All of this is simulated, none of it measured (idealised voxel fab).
The document below concerns the process module designated voxel air gaps.
Square cells of 5 nm make up the cross-section cut, whose width is 250 nm.
Cross-section = grid of square cells, listed top down in bands; band = one or more rows. Per band: top height and bottom height in nm, followed by the left-to-right materials and their widths in nm; "throughout" marks a single material spanning edge to edge, "air" marks empty space. Note: height 0 marks the level under which the wafer is uniformly one material as received. Lowest band unbounded below, written "top 0, no bottom". Think of "30 to 40" as a width that walks from the first number to the second as you go down the band, top row to bottom row, taking equal-sized steps from row to row. Given "all unchanged" for a step, no cell of the cross-section differs between before and after that step. The entry "Unvented voids" lists the empty spaces that cover at least 8 cells and have no open path to the top. Each is written as width x height at distance, where the distance is measured from the left edge and all three values are in nm. Step line, after settings: the simulator's comment on this step. For masked steps, "overlay nm" on the step line gives how far right of plan the mask actually lay; a minus sign means it lay to the left.
Plan:
1 RECEIVE: material Si
2 CONFORMAL_DEP: material SiO2, thk nm 5
3 CONFORMAL_DEP: material SiN, thk nm 5
4 DIRECTIONAL_DEP: material lowk, thk nm 30
5 DIRECTIONAL_DEP: material aC, thk nm 15
6 PATTERN: tone open, mask id LINES, material resist, width nm 15, pitch nm 40, thk nm 35, overlay nm 0
7 DIRECTIONAL_ETCH: etch materials aC, depth nm 15
8 STRIP: etch materials resist
9 DIRECTIONAL_ETCH: etch materials lowk, depth nm 30
10 STRIP: etch materials aC
11 CONFORMAL_DEP: material TiN, thk nm 5
12 FILL_DEP: material Cu, thk nm 5
13 CMP: height nm 45
14 EPI: material Ru, thk nm 10
15 SELECTIVE_ETCH: etch materials lowk, depth nm 40
16 CONFORMAL_DEP: material SiN, thk nm 5
Split variable: thk nm, step 2. Plan value = first wafer. Wafers start alike.
Cross-section of the first of several received wafers, showing its state after step 1:
- top 0, no bottom | Si throughout
- Unvented voids: none
Module finished, last step 16 done: cross-section of the first of several wafers:
- top 60, bottom 55 | SiN throughout
- top 55, bottom 45 | Ru throughout
- top 45, bottom 40 | 60 nm TiN  5 nm Cu  35 nm TiN  5 nm Cu  35 nm TiN  5 nm Cu  35 nm TiN  5 nm Cu  65 nm TiN
- top 40, bottom 15 | 55 nm lowk  5 nm TiN  5 nm Cu  5 nm TiN  25 nm lowk  5 nm TiN  5 nm Cu  5 nm TiN  25 nm lowk  5 nm TiN  5 nm Cu  5 nm TiN  25 nm lowk  5 nm TiN  5 nm Cu  5 nm TiN  60 nm lowk
- top 15, bottom 10 | 55 nm lowk  15 nm TiN  25 nm lowk  15 nm TiN  25 nm lowk  15 nm TiN  25 nm lowk  15 nm TiN  60 nm lowk
- top 10, bottom 5 | SiN throughout
- top 5, bottom 0 | SiO2 throughout
- top 0, no bottom | Si throughout
- Unvented voids: none
The last wafer as seen in cross-section at the end of the module:
- top 60, bottom 55 | 40 nm air  165 nm SiN  45 nm air
- top 55, bottom 45 | 40 nm air  5 nm SiN  35 nm Ru  5 nm SiN  35 nm Ru  5 nm SiN  35 nm Ru  5 nm SiN  35 nm Ru  5 nm SiN  45 nm air
- top 45, bottom 40 | 40 nm air  15 nm SiN  5 nm TiN  5 nm Cu  5 nm TiN  25 nm SiN  5 nm TiN  5 nm Cu  5 nm TiN  25 nm SiN  5 nm TiN  5 nm Cu  5 nm TiN  25 nm SiN  5 nm TiN  5 nm Cu  5 nm TiN  15 nm SiN  45 nm air
- top 40, bottom 35 | 50 nm air  5 nm SiN  5 nm TiN  5 nm Cu  5 nm TiN  5 nm SiN  15 nm air  5 nm SiN  5 nm TiN  5 nm Cu  5 nm TiN  5 nm SiN  15 nm air  5 nm SiN  5 nm TiN  5 nm Cu  5 nm TiN  5 nm SiN  15 nm air  5 nm SiN  5 nm TiN  5 nm Cu  5 nm TiN  5 nm SiN  55 nm air
- top 35, bottom 30 | 55 nm SiN  15 nm TiN  25 nm SiN  15 nm TiN  25 nm SiN  15 nm TiN  25 nm SiN  15 nm TiN  60 nm SiN
- top 30, bottom 25 | SiN throughout
- top 25, bottom 0 | SiO2 throughout
- top 0, no bottom | Si throughout
- Unvented voids: none
Where each wafer stands at the end of the module, a row apiece: cells of each material gained (+) or lost (-) since it was received, then closed voids:
thk nm 5 | +24 Cu | +100 Ru | +100 SiN | +50 SiO2 | +98 TiN | +228 lowk | Unvented voids: none
thk nm 10 | +20 Cu | +56 Ru | +184 SiN | +100 SiO2 | +52 TiN | Unvented voids: 15 x 20 at 75; 15 x 20 at 115; 15 x 20 at 155
thk nm 15 | +16 Cu | +56 Ru | +176 SiN | +150 SiO2 | +44 TiN | Unvented voids: 15 x 15 at 75; 15 x 15 at 115; 15 x 15 at 155
thk nm 20 | +12 Cu | +56 Ru | +168 SiN | +200 SiO2 | +36 TiN | Unvented voids: none
thk nm 25 | +8 Cu | +56 Ru | +160 SiN | +250 SiO2 | +28 TiN | Unvented voids: none
